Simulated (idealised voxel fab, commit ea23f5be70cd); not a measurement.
The document below concerns the process module designated voxel transistor to metal.
The cross-section shown here is cut; it is 280 nm wide and divided into square cells measuring 5 nm on a side.
For the purposes of this document, a cross-section shall be understood as a grid of square cells, specified as bands listed in top-to-bottom order, each band consisting of one or more rows of cells. Band: top and bottom heights (nm) first, top before bottom; then materials from left to right, widths in nm. "edge to edge" marks a sole material filling the band edge to edge. "air" denotes empty space. Below 0: as-received wafer, all one material; heights counted from there. Lowest band: no bottom, goes on down, written "from 0 down". Width: "30->40" (first number = top row, second number = bottom row, same change from row to row of cells). "no change" -> step changed no cross-section cell. Voids not open to the top, 8 cells minimum: see "Sealed void listing". Written width x height at distance; distance is from the left edge; nm. Formally, on a step line, whatever follows the settings is a remark that the simulator itself makes on the step. Regarding "overlay nm": on a step with a mask, it is the distance the mask lay to the right of its planned place; a negative value places it to the left.

Here's what the planned process steps look like:
1,RECEIVE | material Si
2,CONFORMAL_DEP | material SiO2 | thk nm 5
3,CONFORMAL_DEP | material SiN | thk nm 15
4,DIRECTIONAL_DEP | material aC | thk nm 10
5,PATTERN | tone cover | mask id ACTIVE | material resist | width nm 110 | pitch nm 130 | thk nm 25 | overlay nm 0
6,DIRECTIONAL_ETCH | etch materials aC | depth nm 10
7,STRIP | etch materials resist
8,DIRECTIONAL_ETCH | etch materials SiN | depth nm 15
9,DIRECTIONAL_ETCH | etch materials SiO2 | depth nm 5
10,DIRECTIONAL_ETCH | etch materials Si | depth nm 20
11,STRIP | etch materials aC
12,FILL_DEP | material SiO2 | thk nm 10
13,CMP | height nm 20
14,SELECTIVE_ETCH | etch materials SiO2 | depth nm 15
15,STRIP | etch materials SiN
16,SELECTIVE_ETCH | etch materials SiO2 | depth nm 5
17,OXIDIZE | depth nm 5
18,DIRECTIONAL_DEP | material polySi | thk nm 25
19,DIRECTIONAL_DEP | material SiCN | thk nm 10
20,MASKED_ETCH | tone cover | mask id GATE | width nm 20 | pitch nm 130 | etch materials SiCN | depth nm 20 | overlay nm 0
21,MASKED_ETCH | tone cover | mask id GATE | width nm 20 | pitch nm 130 | etch materials polySi | depth nm 35 | overlay nm 0
22,CONFORMAL_DEP | material SiN | thk nm 5
23,DIRECTIONAL_ETCH | etch materials SiN | depth nm 5
24,DIRECTIONAL_ETCH | etch materials SiO2 | depth nm 5
25,DIRECTIONAL_ETCH | etch materials Si | depth nm 10
26,EPI | material SiGe | thk nm 10
27,FILL_DEP | material SiO2 | thk nm 10
28,CMP | height nm 35
29,DIRECTIONAL_DEP | material SiO2 | thk nm 10
30,MASKED_ETCH | tone open | mask id CONTACT | width nm 20 | etch materials SiO2 | depth nm 50 | overlay nm 0
31,CONFORMAL_DEP | material TiN | thk nm 5
32,FILL_DEP | material Ru | thk nm 10
33,CMP | height nm 45
34,CONFORMAL_DEP | material SiCN | thk nm 5
35,DIRECTIONAL_DEP | material SiO2 | thk nm 20
36,MASKED_ETCH | tone open | mask id METAL_1 | width nm 20 | etch materials SiO2 | depth nm 20 | overlay nm 0
37,MASKED_ETCH | tone open | mask id METAL_1 | width nm 20 | etch materials SiCN | depth nm 5 | overlay nm 0
38,CONFORMAL_DEP | material TiN | thk nm 5
39,FILL_DEP | material W | thk nm 5
40,CMP | height nm 70
41,EPI | material Ru | thk nm 5
42,FILL_DEP | material SiCN | thk nm 5
43,DIRECTIONAL_DEP | material lowk | thk nm 25
44,PATTERN | tone open | mask id METAL_2 | material resist | width nm 20 | pitch nm 130 | thk nm 15 | overlay nm 0
45,DIRECTIONAL_ETCH | etch materials lowk | depth nm 15
46,STRIP | etch materials resist
47,PATTERN | tone open | mask id METAL_2_HOLES | material resist | width nm 15 | pitch nm 130 | thk nm 15 | overlay nm 0
48,DIRECTIONAL_ETCH | etch materials lowk | depth nm 10
49,DIRECTIONAL_ETCH | etch materials SiCN | depth nm 5
50,STRIP | etch materials resist
51,CONFORMAL_DEP | material TiN | thk nm 5
52,FILL_DEP | material Cu | thk nm 5
53,CMP | height nm 105
54,CONFORMAL_DEP | material SiCN | thk nm 5

Shown in cross-section is the wafer as received, that is, as it stands after step 1:
    from 0 down  Si edge to edge
    Sealed void listing: none

First of two wafers at the end of the module, shown in cross-section; run carried out as planned:
    from 110 to 105  SiCN edge to edge
    from 105 to 95  lowk=25, TiN=5, Cu=10, TiN=5, lowk=110, TiN=5, Cu=10, TiN=5, lowk=105
    from 95 to 90  lowk=25, TiN=5, Cu=5, TiN=10, lowk=110, TiN=5, Cu=5, TiN=10, lowk=105
    from 90 to 80  lowk=25, TiN=5, Cu=5, TiN=5, lowk=115, TiN=5, Cu=5, TiN=5, lowk=110
    from 80 to 75  SiCN=25, TiN=15, SiCN=115, TiN=15, SiCN=110
    from 75 to 70  SiCN=20, Ru=30, SiCN=50, Ru=30, SiCN=20, Ru=30, SiCN=50, Ru=30, SiCN=20
    from 70 to 50  SiO2=25, TiN=5, W=10, TiN=5, SiO2=60, TiN=5, W=10, TiN=5, SiO2=30, TiN=5, W=10, TiN=5, SiO2=60, TiN=5, W=10, TiN=5, SiO2=25
    from 50 to 45  SiCN=25, TiN=20, SiCN=60, TiN=20, SiCN=30, TiN=20, SiCN=60, TiN=20, SiCN=25
    from 45 to 35  SiO2=25, TiN=5, Ru=10, TiN=5, SiO2=60, TiN=5, Ru=10, TiN=5, SiO2=30, TiN=5, Ru=10, TiN=5, SiO2=60, TiN=5, Ru=10, TiN=5, SiO2=25
    from 35 to 25  SiO2=25, TiN=5, Ru=10, TiN=5, SiO2=15, SiN=5, SiCN=20, SiN=5, SiO2=15, TiN=5, Ru=10, TiN=5, SiO2=30, TiN=5, Ru=10, TiN=5, SiO2=15, SiN=5, SiCN=20, SiN=5, SiO2=15, TiN=5, Ru=10, TiN=5, SiO2=25
    from 25 to 5  SiO2=25, TiN=5, Ru=10, TiN=5, SiO2=15, SiN=5, polySi=20, SiN=5, SiO2=15, TiN=5, Ru=10, TiN=5, SiO2=30, TiN=5, Ru=10, TiN=5, SiO2=15, SiN=5, polySi=20, SiN=5, SiO2=15, TiN=5, Ru=10, TiN=5, SiO2=25
    from 5 to 0  SiO2=25, TiN=5, Ru=10, TiN=5, SiO2=5, SiGe=10, SiN=5, polySi=20, SiN=5, SiGe=10, SiO2=5, TiN=5, Ru=10, TiN=5, SiO2=30, TiN=5, Ru=10, TiN=5, SiO2=5, SiGe=10, SiN=5, polySi=20, SiN=5, SiGe=10, SiO2=5, TiN=5, Ru=10, TiN=5, SiO2=25
    from 0 to -5  SiO2=25, TiN=20, SiO2=5, SiGe=10, SiO2=30, SiGe=10, SiO2=5, TiN=20, SiO2=30, TiN=20, SiO2=5, SiGe=10, SiO2=30, SiGe=10, SiO2=5, TiN=20, SiO2=25
    from -5 to -15  SiO2=20, SiGe=40, Si=30, SiGe=40, SiO2=20, SiGe=40, Si=30, SiGe=40, SiO2=20
    from -15 to -20  SiO2=20, Si=110, SiO2=20, Si=110, SiO2=20
    from -20 down  Si edge to edge
    Sealed void listing: none

Cross-sectional view: second of two wafers, end of module; start and plan identical to the first, one mistake in running:
    from 110 to 105  SiCN edge to edge
    from 105 to 95  lowk=25, TiN=5, Cu=10, TiN=5, lowk=110, TiN=5, Cu=10, TiN=5, lowk=105
    from 95 to 90  lowk=25, TiN=5, Cu=5, TiN=10, lowk=110, TiN=5, Cu=5, TiN=10, lowk=105
    from 90 to 80  lowk=25, TiN=5, Cu=5, TiN=5, lowk=115, TiN=5, Cu=5, TiN=5, lowk=110
    from 80 to 75  SiCN=25, TiN=15, SiCN=115, TiN=15, SiCN=110
    from 75 to 70  SiCN=20, Ru=30, SiCN=50, Ru=30, SiCN=20, Ru=30, SiCN=50, Ru=30, SiCN=20
    from 70 to 65  SiO2=25, TiN=5, W=10, TiN=5, SiO2=60, TiN=5, W=10, TiN=5, SiO2=30, TiN=5, W=10, TiN=5, SiO2=60, TiN=5, W=10, TiN=5, SiO2=25
    from 65 to 60  SiCN=25, TiN=20, SiCN=60, TiN=20, SiCN=30, TiN=20, SiCN=60, TiN=20, SiCN=25
    from 60 to 50  Ru edge to edge
    from 50 to 45  TiN=30, Ru=10, TiN=70, Ru=10, TiN=40, Ru=10, TiN=70, Ru=10, TiN=30
    from 45 to 35  SiO2=25, TiN=5, Ru=10, TiN=5, SiO2=60, TiN=5, Ru=10, TiN=5, SiO2=30, TiN=5, Ru=10, TiN=5, SiO2=60, TiN=5, Ru=10, TiN=5, SiO2=25
    from 35 to 25  SiO2=25, TiN=5, Ru=10, TiN=5, SiO2=15, SiN=5, SiCN=20, SiN=5, SiO2=15, TiN=5, Ru=10, TiN=5, SiO2=30, TiN=5, Ru=10, TiN=5, SiO2=15, SiN=5, SiCN=20, SiN=5, SiO2=15, TiN=5, Ru=10, TiN=5, SiO2=25
    from 25 to 5  SiO2=25, TiN=5, Ru=10, TiN=5, SiO2=15, SiN=5, polySi=20, SiN=5, SiO2=15, TiN=5, Ru=10, TiN=5, SiO2=30, TiN=5, Ru=10, TiN=5, SiO2=15, SiN=5, polySi=20, SiN=5, SiO2=15, TiN=5, Ru=10, TiN=5, SiO2=25
    from 5 to 0  SiO2=25, TiN=5, Ru=10, TiN=5, SiO2=5, SiGe=10, SiN=5, polySi=20, SiN=5, SiGe=10, SiO2=5, TiN=5, Ru=10, TiN=5, SiO2=30, TiN=5, Ru=10, TiN=5, SiO2=5, SiGe=10, SiN=5, polySi=20, SiN=5, SiGe=10, SiO2=5, TiN=5, Ru=10, TiN=5, SiO2=25
    from 0 to -5  SiO2=25, TiN=20, SiO2=5, SiGe=10, SiO2=30, SiGe=10, SiO2=5, TiN=20, SiO2=30, TiN=20, SiO2=5, SiGe=10, SiO2=30, SiGe=10, SiO2=5, TiN=20, SiO2=25
    from -5 to -15  SiO2=20, SiGe=40, Si=30, SiGe=40, SiO2=20, SiGe=40, Si=30, SiGe=40, SiO2=20
    from -15 to -20  SiO2=20, Si=110, SiO2=20, Si=110, SiO2=20
    from -20 down  Si edge to edge
    Sealed void listing: none
Finding, execution versus plan: skipped: plan step 33 (never run)
Bottom line after processing is that, in cells, the second wafer is up or down on some materials versus the first: +120 Ru | -120 SiO2 | +24 TiN | -24 W
